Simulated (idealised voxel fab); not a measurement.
The process module that follows is named voxel self aligned vias.
FYI the section here is cut, 210 nm wide, cells are 5 nm squares.
Cross-section, as written here: a square-cell grid given band by band from the top down, where a band holds one or more rows of cells.
Quick guide to a band line: top height, bottom height (nm) up front; then every material left to right with its width in nm. Only one material and it's marked "edge to edge"? Then it fills the band edge to edge. And "air" just means empty space.
Note: height 0 marks the level under which the wafer is uniformly one material as received. Lowest band unbounded below, written "0 down".
With a width like "30->40", each row of cells in the band differs from the next by the same amount, the top row carrying the first number and the bottom row the second.
"remains unaltered" after a step means that no cell of the cross-section changed.
"Trapped voids" - sealed voids, min. 8 cells, no opening to top; format: width x height at distance (distance from left edge; nm throughout).
That trailing text on a step's line, after the settings, is the simulator's own remark on the step.
"overlay nm" answers the question of how far to the right of plan the mask lay on a step that has a mask, and when it is negative the answer is to the left.
Pairs from here to the end. Each: cross-section before one process step, cross-section after it, the latter only as far down as the lowest band that changed. Under each: the step between, and its settings. Mind that the pairs may be taken from different runs of this module on the same starting wafer; whether a pair continues from the pair above depends on its entry headed "Status before step", and it does only where that entry says so.

[Status before step]
- 70 to 65: 55 of air / 40 of TiN / 115 of air
- 65 to 50: 55 of air / 5 of TiN / 30 of SiO2 / 5 of TiN / 115 of air
- 50 to 45: 60 of TiN / 30 of SiO2 / 40 of TiN / 10 of air / 70 of TiN
- 45 to 40: 65 of SiO2 / 20 of SiN / 40 of SiO2 / 5 of TiN / 10 of air / 5 of TiN / 65 of SiO2
- 40 to 35: 65 of SiO2 / 20 of SiN / 40 of SiO2 / 20 of TiN / 65 of SiO2
- 35 to 25: 65 of SiO2 / 5 of TiN / 10 of Ru / 5 of TiN / 40 of SiO2 / 5 of TiN / 10 of Ru / 5 of TiN / 65 of SiO2
- 25 to 20: 65 of SiO2 / 20 of TiN / 40 of SiO2 / 20 of TiN / 65 of SiO2
- 20 to 15: SiCN edge to edge
- 15 to 0: SiO2 edge to edge
- 0 down: Si edge to edge
- Trapped voids: none

[Resulting Structure]
- 75 to 70: Cu edge to edge
- 70 to 65: 55 of Cu / 40 of TiN / 115 of Cu
- 65 to 50: 55 of Cu / 5 of TiN / 30 of SiO2 / 5 of TiN / 115 of Cu
- 50 to 45: 60 of TiN / 30 of SiO2 / 40 of TiN / 10 of Cu / 70 of TiN
- 45 to 40: 65 of SiO2 / 20 of SiN / 40 of SiO2 / 5 of TiN / 10 of Cu / 5 of TiN / 65 of SiO2
- Whatever lies below 40 is exactly as it was before.
- Trapped voids: none
Can you name the step between the two cross-sections above? It is FILL_DEP (material Cu; thk nm 5)

Status before step: after-step cross-section of the pair just above applies.

[Resulting Structure]
- 65 to 50: 55 of Cu / 5 of TiN / 30 of SiO2 / 5 of TiN / 115 of Cu
- Whatever lies below 50 is exactly as it was before.
- Trapped voids: none
Can you name the step between the two cross-sections above? It is CMP (height nm 65)

Status before step: after-step cross-section of the pair just above applies.

[Resulting Structure]
- 70 to 65: SiCN edge to edge
- Whatever lies below 65 is exactly as it was before.
- Trapped voids: none
Can you name the step between the two cross-sections above? It is CONFORMAL_DEP (material SiCN; thk nm 5)
